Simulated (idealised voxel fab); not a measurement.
process module | voxel wiring stack
cross-section cut | 230 nm wide | cells 5 nm
A cross-section is a grid of square cells, given in bands from the top down. A band is one or more rows of cells.
Each band's line starts with the height of the band's top and of its bottom, in nm. Then come its materials from left to right, each with its width in nm. One material with "throughout" fills the band from edge to edge. "air" is empty space.
Height 0 is the level under which the wafer as received is all one material. The lowest band goes on downwards, as in "0 down".
A width such as "30 to 40" changes by the same amount from each row of cells to the next, from the band's top row to its bottom row.
"no change" after a step means that no cell of the cross-section changed.
closed voids: empty space of 8 cells or more with no open way to the top, each as width x height at its distance from the left edge, in nm
after a step's settings: what the simulator itself notes on the step
overlay nm, on a step with a mask: how far to the right of its planned place the mask lay; to the left if negative
Each pair below shows a cross-section before one step and the cross-section after it, down to the lowest band that changed. The line under each pair gives the step between them, with its settings. The pairs can come from different runs of this module on the same starting wafer, so a pair continues from the pair above only where its "before" says so.
before
  110 to 105: TiN 25 | air 15 | TiN 40 | air 15 | TiN 40 | air 15 | TiN 40 | air 15 | TiN 25
  105 to 95: SiO2 20 | TiN 5 | air 15 | TiN 5 | SiO2 30 | TiN 5 | air 15 | TiN 5 | SiO2 30 | TiN 5 | air 15 | TiN 5 | SiO2 30 | TiN 5 | air 15 | TiN 5 | SiO2 20
  95 to 90: SiO2 20 | TiN 5 | air 5 | TiN 15 | SiO2 30 | TiN 25 | SiO2 30 | TiN 5 | air 5 | TiN 15 | SiO2 30 | TiN 25 | SiO2 20
  90 to 75: SiO2 20 | TiN 5 | air 5 | TiN 5 | SiO2 95 | TiN 5 | air 5 | TiN 5 | SiO2 85
  75 to 70: SiCN 20 | TiN 15 | SiCN 95 | TiN 15 | SiCN 85
  70 to 55: lowk 20 | TiN 5 | Cu 15 | TiN 5 | lowk 30 | TiN 5 | Cu 15 | TiN 5 | lowk 30 | TiN 5 | Cu 15 | TiN 5 | lowk 30 | TiN 5 | Cu 15 | TiN 5 | lowk 20
  55 to 50: lowk 20 | TiN 5 | Cu 5 | TiN 15 | lowk 30 | TiN 25 | lowk 30 | TiN 5 | Cu 5 | TiN 15 | lowk 30 | TiN 25 | lowk 20
  50 to 40: lowk 20 | TiN 5 | Cu 5 | TiN 5 | lowk 95 | TiN 5 | Cu 5 | TiN 5 | lowk 85
  40 to 35: SiCN 20 | TiN 15 | SiCN 95 | TiN 15 | SiCN 85
  35 to 15: lowk 15 | SiN 5 | W 25 | SiN 5 | lowk 20 | SiN 5 | W 25 | SiN 5 | lowk 20 | SiN 5 | W 25 | SiN 5 | lowk 20 | SiN 5 | W 25 | SiN 5 | lowk 15
  15 to 10: SiN 20 | TiN 25 | SiN 30 | TiN 25 | SiN 30 | TiN 25 | SiN 30 | TiN 25 | SiN 20
  10 to 0: SiO2 throughout
  0 down: Si throughout
  closed voids: none
after
  120 to 110: Ru throughout
  110 to 105: TiN 25 | Ru 15 | TiN 40 | Ru 15 | TiN 40 | Ru 15 | TiN 40 | Ru 15 | TiN 25
  105 to 95: SiO2 20 | TiN 5 | Ru 15 | TiN 5 | SiO2 30 | TiN 5 | Ru 15 | TiN 5 | SiO2 30 | TiN 5 | Ru 15 | TiN 5 | SiO2 30 | TiN 5 | Ru 15 | TiN 5 | SiO2 20
  95 to 90: SiO2 20 | TiN 5 | Ru 5 | TiN 15 | SiO2 30 | TiN 25 | SiO2 30 | TiN 5 | Ru 5 | TiN 15 | SiO2 30 | TiN 25 | SiO2 20
  90 to 75: SiO2 20 | TiN 5 | Ru 5 | TiN 5 | SiO2 95 | TiN 5 | Ru 5 | TiN 5 | SiO2 85
  below 75: unchanged
  closed voids: none
the step between: op FILL_DEP | material Ru | thk nm 10
before: the cross-section after the pair above
after
  105 to 95: SiO2 20 | TiN 5 | Ru 15 | TiN 5 | SiO2 30 | TiN 5 | Ru 15 | TiN 5 | SiO2 30 | TiN 5 | Ru 15 | TiN 5 | SiO2 30 | TiN 5 | Ru 15 | TiN 5 | SiO2 20
  below 95: unchanged
  closed voids: none
the step between: op CMP | height nm 105
before: the cross-section after the pair above
after
  110 to 105: SiCN throughout
  below 105: unchanged
  closed voids: none
the step between: op CONFORMAL_DEP | material SiCN | thk nm 5
before: the cross-section after the pair above
after
  125 to 110: SiO2 throughout
  below 110: unchanged
  closed voids: none
the step between: op DIRECTIONAL_DEP | material SiO2 | thk nm 15
before: the cross-section after the pair above
after
  140 to 125: resist 20 | air 15 | resist 40 | air 15 | resist 40 | air 15 | resist 40 | air 15 | resist 30
  below 125: unchanged
  closed voids: none
the step between: op PATTERN | tone open | mask id PLUG_3 | material resist | width nm 15 | pitch nm 55 | thk nm 15 | overlay nm 0
before: the cross-section after the pair above
after
  140 to 125: resist 20 | air 15 | resist 40 | air 15 | resist 40 | air 15 | resist 40 | air 15 | resist 30
  125 to 110: SiO2 20 | air 15 | SiO2 40 | air 15 | SiO2 40 | air 15 | SiO2 40 | air 15 | SiO2 30
  below 110: unchanged
  closed voids: none
the step between: op DIRECTIONAL_ETCH | etch materials SiO2 | depth nm 15
before: the cross-section after the pair above
after
  140 to 125: resist 20 | air 15 | resist 40 | air 15 | resist 40 | air 15 | resist 40 | air 15 | resist 30
  125 to 110: SiO2 20 | air 15 | SiO2 40 | air 15 | SiO2 40 | air 15 | SiO2 40 | air 15 | SiO2 30
  110 to 105: SiCN 20 | air 15 | SiCN 40 | air 15 | SiCN 40 | air 15 | SiCN 40 | air 15 | SiCN 30
  below 105: unchanged
  closed voids: none
the step between: op DIRECTIONAL_ETCH | etch materials SiCN | depth nm 5
before: the cross-section after the pair above
after
  125 to 110: SiO2 20 | air 15 | SiO2 40 | air 15 | SiO2 40 | air 15 | SiO2 40 | air 15 | SiO2 30
  below 110: unchanged
  closed voids: none
the step between: op STRIP | etch materials resist
before: the cross-section after the pair above
after
  125 to 115: SiO2 20 | air 15 | SiO2 40 | air 15 | SiO2 40 | air 15 | SiO2 40 | air 15 | SiO2 30
  115 to 110: SiO2 20 | Ru 15 | SiO2 40 | Ru 15 | SiO2 40 | Ru 15 | SiO2 40 | Ru 15 | SiO2 30
  110 to 105: SiCN 20 | Ru 15 | SiCN 40 | Ru 15 | SiCN 40 | Ru 15 | SiCN 40 | Ru 15 | SiCN 30
  below 105: unchanged
  closed voids: none
the step between: op EPI | material Ru | thk nm 10
before: the cross-section after the pair above
after
  125 to 110: SiO2 20 | Ru 15 | SiO2 40 | Ru 15 | SiO2 40 | Ru 15 | SiO2 40 | Ru 15 | SiO2 30
  below 110: unchanged
  closed voids: none
the step between: op EPI | material Ru | thk nm 10
before: the cross-section after the pair above
after
  130 to 125: TiN throughout
  below 125: unchanged
  closed voids: none
the step between: op DIRECTIONAL_DEP | material TiN | thk nm 5
before: the cross-section after the pair above
after
  150 to 130: Ru throughout
  below 130: unchanged
  closed voids: none
the step between: op DIRECTIONAL_DEP | material Ru | thk nm 20
before: the cross-section after the pair above
after
  165 to 150: aC throughout
  below 150: unchanged
  closed voids: none
the step between: op DIRECTIONAL_DEP | material aC | thk nm 15
before: the cross-section after the pair above
after
  200 to 165: air 20 | resist 25 | air 30 | resist 25 | air 30 | resist 25 | air 30 | resist 25 | air 20
  below 165: unchanged
  closed voids: none
the step between: op PATTERN | tone cover | mask id METAL_4 | material resist | width nm 25 | pitch nm 55 | thk nm 35 | overlay nm 0
before: the cross-section after the pair above
after
  185 to 165: air 20 | resist 25 | air 30 | resist 25 | air 30 | resist 25 | air 30 | resist 25 | air 20
  165 to 150: air 20 | aC 25 | air 30 | aC 25 | air 30 | aC 25 | air 30 | aC 25 | air 20
  below 150: unchanged
  closed voids: none
the step between: op DIRECTIONAL_ETCH | etch materials aC | depth nm 15
before: the cross-section after the pair above
after
  165 to 150: air 20 | aC 25 | air 30 | aC 25 | air 30 | aC 25 | air 30 | aC 25 | air 20
  below 150: unchanged
  closed voids: none
the step between: op STRIP | etch materials resist
before: the cross-section after the pair above
after
  165 to 150: air 20 | aC 25 | air 30 | aC 25 | air 30 | aC 25 | air 30 | aC 25 | air 20
  150 to 130: air 20 | Ru 25 | air 30 | Ru 25 | air 30 | Ru 25 | air 30 | Ru 25 | air 20
  below 130: unchanged
  closed voids: none
the step between: op DIRECTIONAL_ETCH | etch materials Ru | depth nm 20
before: the cross-section after the pair above
after
  165 to 150: air 20 | aC 25 | air 30 | aC 25 | air 30 | aC 25 | air 30 | aC 25 | air 20
  150 to 130: air 20 | Ru 25 | air 30 | Ru 25 | air 30 | Ru 25 | air 30 | Ru 25 | air 20
  130 to 125: air 20 | TiN 25 | air 30 | TiN 25 | air 30 | TiN 25 | air 30 | TiN 25 | air 20
  below 125: unchanged
  closed voids: none
the step between: op DIRECTIONAL_ETCH | etch materials TiN | depth nm 5
before: the cross-section after the pair above
after
  150 to 130: air 20 | Ru 25 | air 30 | Ru 25 | air 30 | Ru 25 | air 30 | Ru 25 | air 20
  below 130: unchanged
  closed voids: none
the step between: op STRIP | etch materials aC
before: the cross-section after the pair above
after
  155 to 150: air 15 | SiCN 35 | air 20 | SiCN 35 | air 20 | SiCN 35 | air 20 | SiCN 35 | air 15
  150 to 130: air 15 | SiCN 5 | Ru 25 | SiCN 5 | air 20 | SiCN 5 | Ru 25 | SiCN 5 | air 20 | SiCN 5 | Ru 25 | SiCN 5 | air 20 | SiCN 5 | Ru 25 | SiCN 5 | air 15
  130 to 125: SiCN 20 | TiN 25 | SiCN 30 | TiN 25 | SiCN 30 | TiN 25 | SiCN 30 | TiN 25 | SiCN 20
  below 125: unchanged
  closed voids: none
the step between: op CONFORMAL_DEP | material SiCN | thk nm 5
before: the cross-section after the pair above
after
  160 to 155: lowk throughout
  155 to 150: lowk 15 | SiCN 35 | lowk 20 | SiCN 35 | lowk 20 | SiCN 35 | lowk 20 | SiCN 35 | lowk 15
  150 to 130: lowk 15 | SiCN 5 | Ru 25 | SiCN 5 | lowk 20 | SiCN 5 | Ru 25 | SiCN 5 | lowk 20 | SiCN 5 | Ru 25 | SiCN 5 | lowk 20 | SiCN 5 | Ru 25 | SiCN 5 | lowk 15
  below 130: unchanged
  closed voids: none
the step between: op FILL_DEP | material lowk | thk nm 5
before: the cross-section after the pair above
after
  150 to 130: lowk 15 | SiCN 5 | Ru 25 | SiCN 5 | lowk 20 | SiCN 5 | Ru 25 | SiCN 5 | lowk 20 | SiCN 5 | Ru 25 | SiCN 5 | lowk 20 | SiCN 5 | Ru 25 | SiCN 5 | lowk 15
  below 130: unchanged
  closed voids: none
the step between: op CMP | height nm 150
before: the cross-section after the pair above
after
  155 to 150: SiCN throughout
  below 150: unchanged
  closed voids: none
the step between: op CONFORMAL_DEP | material SiCN | thk nm 5
before
  105 to 75: SiO2 20 | air 15 | SiO2 95 | air 15 | SiO2 85
  75 to 70: SiCN throughout
  70 to 55: lowk 20 | TiN 5 | Cu 15 | TiN 5 | lowk 30 | TiN 5 | Cu 15 | TiN 5 | lowk 30 | TiN 5 | Cu 15 | TiN 5 | lowk 30 | TiN 5 | Cu 15 | TiN 5 | lowk 20
  55 to 50: lowk 20 | TiN 5 | Cu 5 | TiN 15 | lowk 30 | TiN 25 | lowk 30 | TiN 5 | Cu 5 | TiN 15 | lowk 30 | TiN 25 | lowk 20
  50 to 40: lowk 20 | TiN 5 | Cu 5 | TiN 5 | lowk 95 | TiN 5 | Cu 5 | TiN 5 | lowk 85
  40 to 35: SiCN 20 | TiN 15 | SiCN 95 | TiN 15 | SiCN 85
  35 to 15: lowk 15 | SiN 5 | W 25 | SiN 5 | lowk 20 | SiN 5 | W 25 | SiN 5 | lowk 20 | SiN 5 | W 25 | SiN 5 | lowk 20 | SiN 5 | W 25 | SiN 5 | lowk 15
  15 to 10: SiN 20 | TiN 25 | SiN 30 | TiN 25 | SiN 30 | TiN 25 | SiN 30 | TiN 25 | SiN 20
  10 to 0: SiO2 throughout
  0 down: Si throughout
  closed voids: none
after
  120 to 105: air 20 | resist 25 | air 30 | resist 25 | air 30 | resist 25 | air 30 | resist 25 | air 20
  105 to 75: SiO2 20 | resist 15 | SiO2 95 | resist 15 | SiO2 85
  below 75: unchanged
  closed voids: none
the step between: op PATTERN | tone cover | mask id METAL_3 | material resist | width nm 25 | pitch nm 55 | thk nm 15 | overlay nm 0
before: the cross-section after the pair above
after
  120 to 105: air 20 | resist 25 | air 30 | resist 25 | air 30 | resist 25 | air 30 | resist 25 | air 20
  105 to 90: air 20 | resist 15 | SiO2 10 | air 30 | SiO2 25 | air 30 | resist 15 | SiO2 10 | air 30 | SiO2 25 | air 20
  below 90: unchanged
  closed voids: none
the step between: op DIRECTIONAL_ETCH | etch materials SiO2 | depth nm 15
before: the cross-section after the pair above
after
  105 to 90: air 35 | SiO2 10 | air 30 | SiO2 25 | air 45 | SiO2 10 | air 30 | SiO2 25 | air 20
  90 to 75: SiO2 20 | air 15 | SiO2 95 | air 15 | SiO2 85
  below 75: unchanged
  closed voids: none
the step between: op STRIP | etch materials resist
before: the cross-section after the pair above
after
  110 to 105: air 30 | TiN 20 | air 20 | TiN 35 | air 35 | TiN 20 | air 20 | TiN 35 | air 15
  105 to 95: air 30 | TiN 5 | SiO2 10 | TiN 5 | air 20 | TiN 5 | SiO2 25 | TiN 5 | air 35 | TiN 5 | SiO2 10 | TiN 5 | air 20 | TiN 5 | SiO2 25 | TiN 5 | air 15
  95 to 90: TiN 25 | air 5 | TiN 5 | SiO2 10 | TiN 30 | SiO2 25 | TiN 35 | air 5 | TiN 5 | SiO2 10 | TiN 30 | SiO2 25 | TiN 20
  90 to 80: SiO2 20 | TiN 5 | air 5 | TiN 5 | SiO2 95 | TiN 5 | air 5 | TiN 5 | SiO2 85
  80 to 75: SiO2 20 | TiN 15 | SiO2 95 | TiN 15 | SiO2 85
  below 75: unchanged
  closed voids: none
the step between: op CONFORMAL_DEP | material TiN | thk nm 5
before: the cross-section after the pair above
after
  120 to 110: Cu throughout
  110 to 105: Cu 30 | TiN 20 | Cu 20 | TiN 35 | Cu 35 | TiN 20 | Cu 20 | TiN 35 | Cu 15
  105 to 95: Cu 30 | TiN 5 | SiO2 10 | TiN 5 | Cu 20 | TiN 5 | SiO2 25 | TiN 5 | Cu 35 | TiN 5 | SiO2 10 | TiN 5 | Cu 20 | TiN 5 | SiO2 25 | TiN 5 | Cu 15
  95 to 90: TiN 25 | Cu 5 | TiN 5 | SiO2 10 | TiN 30 | SiO2 25 | TiN 35 | Cu 5 | TiN 5 | SiO2 10 | TiN 30 | SiO2 25 | TiN 20
  90 to 80: SiO2 20 | TiN 5 | Cu 5 | TiN 5 | SiO2 95 | TiN 5 | Cu 5 | TiN 5 | SiO2 85
  below 80: unchanged
  closed voids: none
the step between: op FILL_DEP | material Cu | thk nm 10
before: the cross-section after the pair above
after
  105 to 95: Cu 30 | TiN 5 | SiO2 10 | TiN 5 | Cu 20 | TiN 5 | SiO2 25 | TiN 5 | Cu 35 | TiN 5 | SiO2 10 | TiN 5 | Cu 20 | TiN 5 | SiO2 25 | TiN 5 | Cu 15
  below 95: unchanged
  closed voids: none
the step between: op CMP | height nm 105
before: the cross-section after the pair above
after
  110 to 105: SiCN throughout
  below 105: unchanged
  closed voids: none
the step between: op CONFORMAL_DEP | material SiCN | thk nm 5
before: the cross-section after the pair above
after
  125 to 110: SiO2 throughout
  below 110: unchanged
  closed voids: none
the step between: op DIRECTIONAL_DEP | material SiO2 | thk nm 15
before: the cross-section after the pair above
after
  140 to 125: resist 20 | air 15 | resist 40 | air 15 | resist 40 | air 15 | resist 40 | air 15 | resist 30
  below 125: unchanged
  closed voids: none
the step between: op PATTERN | tone open | mask id PLUG_3 | material resist | width nm 15 | pitch nm 55 | thk nm 15 | overlay nm 0
before: the cross-section after the pair above
after
  140 to 125: resist 20 | air 15 | resist 40 | air 15 | resist 40 | air 15 | resist 40 | air 15 | resist 30
  125 to 110: SiO2 20 | air 15 | SiO2 40 | air 15 | SiO2 40 | air 15 | SiO2 40 | air 15 | SiO2 30
  below 110: unchanged
  closed voids: none
the step between: op DIRECTIONAL_ETCH | etch materials SiO2 | depth nm 15
before: the cross-section after the pair above
after
  140 to 125: resist 20 | air 15 | resist 40 | air 15 | resist 40 | air 15 | resist 40 | air 15 | resist 30
  125 to 110: SiO2 20 | air 15 | SiO2 40 | air 15 | SiO2 40 | air 15 | SiO2 40 | air 15 | SiO2 30
  110 to 105: SiCN 20 | air 15 | SiCN 40 | air 15 | SiCN 40 | air 15 | SiCN 40 | air 15 | SiCN 30
  below 105: unchanged
  closed voids: none
the step between: op DIRECTIONAL_ETCH | etch materials SiCN | depth nm 5
before: the cross-section after the pair above
after
  125 to 110: SiO2 20 | air 15 | SiO2 40 | air 15 | SiO2 40 | air 15 | SiO2 40 | air 15 | SiO2 30
  below 110: unchanged
  closed voids: none
the step between: op STRIP | etch materials resist
before: the cross-section after the pair above
after
  125 to 115: SiO2 20 | air 15 | SiO2 40 | air 15 | SiO2 40 | air 15 | SiO2 40 | air 15 | SiO2 30
  115 to 110: SiO2 20 | Ru 15 | SiO2 40 | air 15 | SiO2 40 | Ru 15 | SiO2 40 | air 15 | SiO2 30
  110 to 105: SiCN 20 | Ru 15 | SiCN 40 | air 15 | SiCN 40 | Ru 15 | SiCN 40 | air 15 | SiCN 30
  below 105: unchanged
  closed voids: none
the step between: op EPI | material Ru | thk nm 10
before: the cross-section after the pair above
after
  125 to 110: SiO2 20 | Ru 15 | SiO2 40 | air 15 | SiO2 40 | Ru 15 | SiO2 40 | air 15 | SiO2 30
  below 110: unchanged
  closed voids: none
the step between: op EPI | material Ru | thk nm 10
before: the cross-section after the pair above
after
  130 to 125: TiN 75 | air 15 | TiN 95 | air 15 | TiN 30
  125 to 110: SiO2 20 | Ru 15 | SiO2 40 | air 15 | SiO2 40 | Ru 15 | SiO2 40 | air 15 | SiO2 30
  110 to 105: SiCN 20 | Ru 15 | SiCN 40 | TiN 15 | SiCN 40 | Ru 15 | SiCN 40 | TiN 15 | SiCN 30
  below 105: unchanged
  closed voids: none
the step between: op DIRECTIONAL_DEP | material TiN | thk nm 5
before: the cross-section after the pair above
after
  150 to 130: Ru 75 | air 15 | Ru 95 | air 15 | Ru 30
  130 to 125: TiN 75 | Ru 15 | TiN 95 | Ru 15 | TiN 30
  125 to 110: SiO2 20 | Ru 15 | SiO2 40 | Ru 15 | SiO2 40 | Ru 15 | SiO2 40 | Ru 15 | SiO2 30
  below 110: unchanged
  closed voids: none
the step between: op DIRECTIONAL_DEP | material Ru | thk nm 20
before: the cross-section after the pair above
after
  165 to 150: aC 75 | air 15 | aC 95 | air 15 | aC 30
  150 to 145: Ru 75 | air 15 | Ru 95 | air 15 | Ru 30
  145 to 130: Ru 75 | aC 15 | Ru 95 | aC 15 | Ru 30
  below 130: unchanged
  closed voids: none
the step between: op DIRECTIONAL_DEP | material aC | thk nm 15
before: the cross-section after the pair above
after
  200 to 165: air 20 | resist 25 | air 30 | resist 25 | air 30 | resist 25 | air 30 | resist 25 | air 20
  165 to 150: aC 75 | resist 15 | aC 95 | resist 15 | aC 30
  150 to 145: Ru 75 | resist 15 | Ru 95 | resist 15 | Ru 30
  below 145: unchanged
  closed voids: none
the step between: op PATTERN | tone cover | mask id METAL_4 | material resist | width nm 25 | pitch nm 55 | thk nm 35 | overlay nm 0
before: the cross-section after the pair above
after
  185 to 165: air 20 | resist 25 | air 30 | resist 25 | air 30 | resist 25 | air 30 | resist 25 | air 20
  165 to 150: air 20 | aC 25 | air 30 | resist 15 | aC 10 | air 30 | aC 25 | air 30 | resist 15 | aC 10 | air 20
  below 150: unchanged
  closed voids: none
the step between: op DIRECTIONAL_ETCH | etch materials aC | depth nm 15
before: the cross-section after the pair above
after
  165 to 150: air 20 | aC 25 | air 45 | aC 10 | air 30 | aC 25 | air 45 | aC 10 | air 20
  150 to 145: Ru 75 | air 15 | Ru 95 | air 15 | Ru 30
  below 145: unchanged
  closed voids: none
the step between: op STRIP | etch materials resist
before: the cross-section after the pair above
after
  165 to 150: air 20 | aC 25 | air 45 | aC 10 | air 30 | aC 25 | air 45 | aC 10 | air 20
  150 to 145: air 20 | Ru 25 | air 45 | Ru 10 | air 30 | Ru 25 | air 45 | Ru 10 | air 20
  145 to 130: air 20 | Ru 25 | air 30 | aC 15 | Ru 10 | air 30 | Ru 25 | air 30 | aC 15 | Ru 10 | air 20
  below 130: unchanged
  closed voids: none
the step between: op DIRECTIONAL_ETCH | etch materials Ru | depth nm 20
before: the cross-section after the pair above
after
  165 to 150: air 20 | aC 25 | air 45 | aC 10 | air 30 | aC 25 | air 45 | aC 10 | air 20
  150 to 145: air 20 | Ru 25 | air 45 | Ru 10 | air 30 | Ru 25 | air 45 | Ru 10 | air 20
  145 to 130: air 20 | Ru 25 | air 30 | aC 15 | Ru 10 | air 30 | Ru 25 | air 30 | aC 15 | Ru 10 | air 20
  130 to 125: air 20 | TiN 25 | air 30 | Ru 15 | TiN 10 | air 30 | TiN 25 | air 30 | Ru 15 | TiN 10 | air 20
  below 125: unchanged
  closed voids: none
the step between: op DIRECTIONAL_ETCH | etch materials TiN | depth nm 5
before: the cross-section after the pair above
after
  150 to 130: air 20 | Ru 25 | air 45 | Ru 10 | air 30 | Ru 25 | air 45 | Ru 10 | air 20
  below 130: unchanged
  closed voids: none
the step between: op STRIP | etch materials aC
before: the cross-section after the pair above
after
  155 to 150: air 15 | SiCN 35 | air 35 | SiCN 20 | air 20 | SiCN 35 | air 35 | SiCN 20 | air 15
  150 to 135: air 15 | SiCN 5 | Ru 25 | SiCN 5 | air 35 | SiCN 5 | Ru 10 | SiCN 5 | air 20 | SiCN 5 | Ru 25 | SiCN 5 | air 35 | SiCN 5 | Ru 10 | SiCN 5 | air 15
  135 to 130: air 15 | SiCN 5 | Ru 25 | SiCN 5 | air 20 | SiCN 20 | Ru 10 | SiCN 5 | air 20 | SiCN 5 | Ru 25 | SiCN 5 | air 20 | SiCN 20 | Ru 10 | SiCN 5 | air 15
  130 to 125: SiCN 20 | TiN 25 | SiCN 30 | Ru 15 | TiN 10 | SiCN 30 | TiN 25 | SiCN 30 | Ru 15 | TiN 10 | SiCN 20
  below 125: unchanged
  closed voids: none
the step between: op CONFORMAL_DEP | material SiCN | thk nm 5
before: the cross-section after the pair above
after
  160 to 155: lowk throughout
  155 to 150: lowk 15 | SiCN 35 | lowk 35 | SiCN 20 | lowk 20 | SiCN 35 | lowk 35 | SiCN 20 | lowk 15
  150 to 135: lowk 15 | SiCN 5 | Ru 25 | SiCN 5 | lowk 35 | SiCN 5 | Ru 10 | SiCN 5 | lowk 20 | SiCN 5 | Ru 25 | SiCN 5 | lowk 35 | SiCN 5 | Ru 10 | SiCN 5 | lowk 15
  135 to 130: lowk 15 | SiCN 5 | Ru 25 | SiCN 5 | lowk 20 | SiCN 20 | Ru 10 | SiCN 5 | lowk 20 | SiCN 5 | Ru 25 | SiCN 5 | lowk 20 | SiCN 20 | Ru 10 | SiCN 5 | lowk 15
  below 130: unchanged
  closed voids: none
the step between: op FILL_DEP | material lowk | thk nm 5
before: the cross-section after the pair above
after
  150 to 135: lowk 15 | SiCN 5 | Ru 25 | SiCN 5 | lowk 35 | SiCN 5 | Ru 10 | SiCN 5 | lowk 20 | SiCN 5 | Ru 25 | SiCN 5 | lowk 35 | SiCN 5 | Ru 10 | SiCN 5 | lowk 15
  below 135: unchanged
  closed voids: none
the step between: op CMP | height nm 150
before: the cross-section after the pair above
after
  155 to 150: SiCN throughout
  below 150: unchanged
  closed voids: none
the step between: op CONFORMAL_DEP | material SiCN | thk nm 5
